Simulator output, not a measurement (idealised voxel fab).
The following is a process module called voxel transistor to metal.
This is section cut - it's 290 nm across, gridded in 5 nm square cells.
We lay out every cross-section as a grid of square cells and spell it out in bands from the top down, where one band means one or more rows of cells. It is stipulated that each band's entry specify, in nanometres, the height of the top of the band and then that of its bottom, followed by the materials of the band in left-to-right sequence, each together with its width in nanometres. A single material marked by the word "all across" is understood to fill the band from edge to edge; the word "air" is understood to denote empty space. Note: height 0 marks the level under which the wafer is uniformly one material as received. Lowest band unbounded below, written "0 -> down". Width "30..40": first value at the band's top row of cells, second value at its bottom row, equal change from row to row. Basically "no alteration" means that step didn't change any cell in the cross-section. Closed-off voids of 8+ cells (no open route to the top) go in "Enclosed void catalog", written width x height at distance from the left edge, in nm. Text after the settings on a step's line: the simulator's own remark on that step. overlay nm: mask right of planned place by this much (step with mask). Neg. = left.
LIST OF PLANNED PROCESS STEPS
- 1: RECEIVE | material Si
- 2: CONFORMAL_DEP | material SiO2 | thk nm 5
- 3: CONFORMAL_DEP | material SiN | thk nm 15
- 4: DIRECTIONAL_DEP | material aC | thk nm 10
- 5: PATTERN | tone cover | mask id ACTIVE | material resist | width nm 105 | pitch nm 135 | thk nm 30 | overlay nm 0
- 6: DIRECTIONAL_ETCH | etch materials aC | depth nm 10
- 7: STRIP | etch materials resist
- 8: DIRECTIONAL_ETCH | etch materials SiN | depth nm 15
- 9: DIRECTIONAL_ETCH | etch materials SiO2 | depth nm 5
- 10: DIRECTIONAL_ETCH | etch materials Si | depth nm 35
- 11: STRIP | etch materials aC
- 12: OXIDIZE | depth nm 5
- 13: FILL_DEP | material SiO2 | thk nm 15
- 14: CMP | height nm 20
- 15: SELECTIVE_ETCH | etch materials SiO2 | depth nm 10
- 16: STRIP | etch materials SiN
- 17: SELECTIVE_ETCH | etch materials SiO2 | depth nm 5
- 18: OXIDIZE | depth nm 5
- 19: DIRECTIONAL_DEP | material polySi | thk nm 25
- 20: DIRECTIONAL_DEP | material SiCN | thk nm 10
- 21: MASKED_ETCH | tone cover | mask id GATE | width nm 25 | pitch nm 135 | etch materials SiCN | depth nm 20 | overlay nm 0
- 22: MASKED_ETCH | tone cover | mask id GATE | width nm 25 | pitch nm 135 | etch materials polySi | depth nm 35 | overlay nm 0
- 23: CONFORMAL_DEP | material SiO2 | thk nm 5
- 24: DIRECTIONAL_ETCH | etch materials SiO2 | depth nm 5
- 25: CONFORMAL_DEP | material SiN | thk nm 10
- 26: DIRECTIONAL_ETCH | etch materials SiN | depth nm 10
- 27: DIRECTIONAL_ETCH | etch materials SiO2 | depth nm 5
- 28: DIRECTIONAL_ETCH | etch materials Si | depth nm 10
- 29: EPI | material pSi | thk nm 15
- 30: FILL_DEP | material SiO2 | thk nm 10
- 31: CMP | height nm 25
- 32: STRIP | etch materials polySi
- 33: SELECTIVE_ETCH | etch materials SiO2 | depth nm 5
- 34: CONFORMAL_DEP | material HfO2 | thk nm 5
- 35: CONFORMAL_DEP | material TiN | thk nm 5
- 36: FILL_DEP | material W | thk nm 10
- 37: CMP | height nm 20
- 38: DIRECTIONAL_DEP | material SiO2 | thk nm 10
- 39: DIRECTIONAL_DEP | material aC | thk nm 15
- 40: PATTERN | tone open | mask id CONTACT | material resist | width nm 20 | thk nm 35 | overlay nm 0
- 41: DIRECTIONAL_ETCH | etch materials aC | depth nm 15
- 42: STRIP | etch materials resist
- 43: DIRECTIONAL_ETCH | etch materials SiO2 | depth nm 20
- 44: STRIP | etch materials aC
- 45: CONFORMAL_DEP | material TiN | thk nm 5
- 46: FILL_DEP | material Ru | thk nm 5
- 47: CMP | height nm 30
- 48: DIRECTIONAL_DEP | material TiN | thk nm 5
- 49: DIRECTIONAL_DEP | material W | thk nm 20
- 50: DIRECTIONAL_DEP | material aC | thk nm 10
- 51: PATTERN | tone cover | mask id METAL_1 | material resist | width nm 20 | thk nm 25 | overlay nm 0
- 52: DIRECTIONAL_ETCH | etch materials aC | depth nm 10
- 53: STRIP | etch materials resist
- 54: DIRECTIONAL_ETCH | etch materials W | depth nm 20
- 55: DIRECTIONAL_ETCH | etch materials TiN | depth nm 5
- 56: STRIP | etch materials aC
- 57: FILL_DEP | material lowk | thk nm 10
- 58: CMP | height nm 55
- 59: CONFORMAL_DEP | material SiCN | thk nm 5
- 60: DIRECTIONAL_DEP | material SiO2 | thk nm 35
- 61: MASKED_ETCH | tone open | mask id METAL_2_HOLES | width nm 15 | pitch nm 135 | etch materials SiO2 | depth nm 35 | overlay nm 0
- 62: DIRECTIONAL_DEP | material aC | thk nm 10
- 63: PATTERN | tone open | mask id METAL_2 | material resist | width nm 20 | pitch nm 135 | thk nm 25 | overlay nm 0
- 64: DIRECTIONAL_ETCH | etch materials aC | depth nm 10
- 65: STRIP | etch materials resist
- 66: DIRECTIONAL_ETCH | etch materials SiO2 | depth nm 20
- 67: DIRECTIONAL_ETCH | etch materials SiCN | depth nm 5
- 68: STRIP | etch materials aC
- 69: CONFORMAL_DEP | material TiN | thk nm 5
- 70: FILL_DEP | material Cu | thk nm 10
- 71: CMP | height nm 95
- 72: CONFORMAL_DEP | material SiN | thk nm 5
THIS IS THE CROSS-SECTION OF THE WAFER AS WE RECEIVED IT, I.E. AFTER STEP 1
> 0 -> down = Si all across
> Enclosed void catalog: none
BELOW IS THE WAFER IN CROSS-SECTION AFTER THE MODULE WAS COMPLETED. IT BEGAN FROM THE STARTING POINT SHOWN ABOVE AND FOLLOWED THE PLAN SHOWN ABOVE, EXCEPT THAT ONE MISTAKE WAS MADE WHILE RUNNING IT
> 100 -> 95 = SiN all across
> 95 -> 90 = 30 nm SiCN  20 nm TiN  115 nm SiCN  20 nm TiN  105 nm SiCN
> 90 -> 55 = SiO2 all across
> 55 -> 35 = 30 nm lowk  20 nm W  55 nm lowk  20 nm W  40 nm lowk  20 nm W  55 nm lowk  20 nm W  30 nm lowk
> 35 -> 30 = 30 nm lowk  20 nm TiN  55 nm lowk  20 nm TiN  40 nm lowk  20 nm TiN  55 nm lowk  20 nm TiN  30 nm lowk
> 30 -> 20 = 30 nm SiO2  5 nm TiN  10 nm Ru  5 nm TiN  55 nm SiO2  5 nm TiN  10 nm Ru  5 nm TiN  40 nm SiO2  5 nm TiN  10 nm Ru  5 nm TiN  55 nm SiO2  5 nm TiN  10 nm Ru  5 nm TiN  30 nm SiO2
> 20 -> 15 = 30 nm SiO2  5 nm TiN  10 nm Ru  5 nm TiN  10 nm SiN  5 nm HfO2  5 nm TiN  15 nm W  5 nm TiN  5 nm HfO2  10 nm SiN  5 nm TiN  10 nm Ru  5 nm TiN  40 nm SiO2  5 nm TiN  10 nm Ru  5 nm TiN  10 nm SiN  5 nm HfO2  5 nm TiN  15 nm W  5 nm TiN  5 nm HfO2  10 nm SiN  5 nm TiN  10 nm Ru  5 nm TiN  30 nm SiO2
> 15 -> 10 = 30 nm SiO2  20 nm TiN  10 nm SiN  5 nm HfO2  5 nm TiN  15 nm W  5 nm TiN  5 nm HfO2  10 nm SiN  20 nm TiN  40 nm SiO2  20 nm TiN  10 nm SiN  5 nm HfO2  5 nm TiN  15 nm W  5 nm TiN  5 nm HfO2  10 nm SiN  20 nm TiN  30 nm SiO2
> 10 -> 5 = 30 nm SiO2  20 nm pSi  10 nm SiN  5 nm HfO2  5 nm TiN  15 nm W  5 nm TiN  5 nm HfO2  10 nm SiN  20 nm pSi  40 nm SiO2  20 nm pSi  10 nm SiN  5 nm HfO2  5 nm TiN  15 nm W  5 nm TiN  5 nm HfO2  10 nm SiN  20 nm pSi  30 nm SiO2
> 5 -> 0 = 25 nm SiO2  10 nm SiN  15 nm pSi  10 nm SiN  5 nm HfO2  25 nm TiN  5 nm HfO2  10 nm SiN  15 nm pSi  10 nm SiN  30 nm SiO2  10 nm SiN  15 nm pSi  10 nm SiN  5 nm HfO2  25 nm TiN  5 nm HfO2  10 nm SiN  15 nm pSi  10 nm SiN  25 nm SiO2
> 0 -> -5 = 35 nm SiO2  15 nm pSi  10 nm SiO2  35 nm HfO2  10 nm SiO2  15 nm pSi  50 nm SiO2  15 nm pSi  10 nm SiO2  35 nm HfO2  10 nm SiO2  15 nm pSi  35 nm SiO2
> -5 -> -15 = 30 nm SiO2  5 nm Si  15 nm pSi  55 nm Si  15 nm pSi  5 nm Si  40 nm SiO2  5 nm Si  15 nm pSi  55 nm Si  15 nm pSi  5 nm Si  30 nm SiO2
> -15 -> -40 = 30 nm SiO2  95 nm Si  40 nm SiO2  95 nm Si  30 nm SiO2
> -40 -> down = Si all across
> Enclosed void catalog: none
Deviation noted in wafer processing: steps 59 and 60 of the plan were each performed in the slot designated for the other
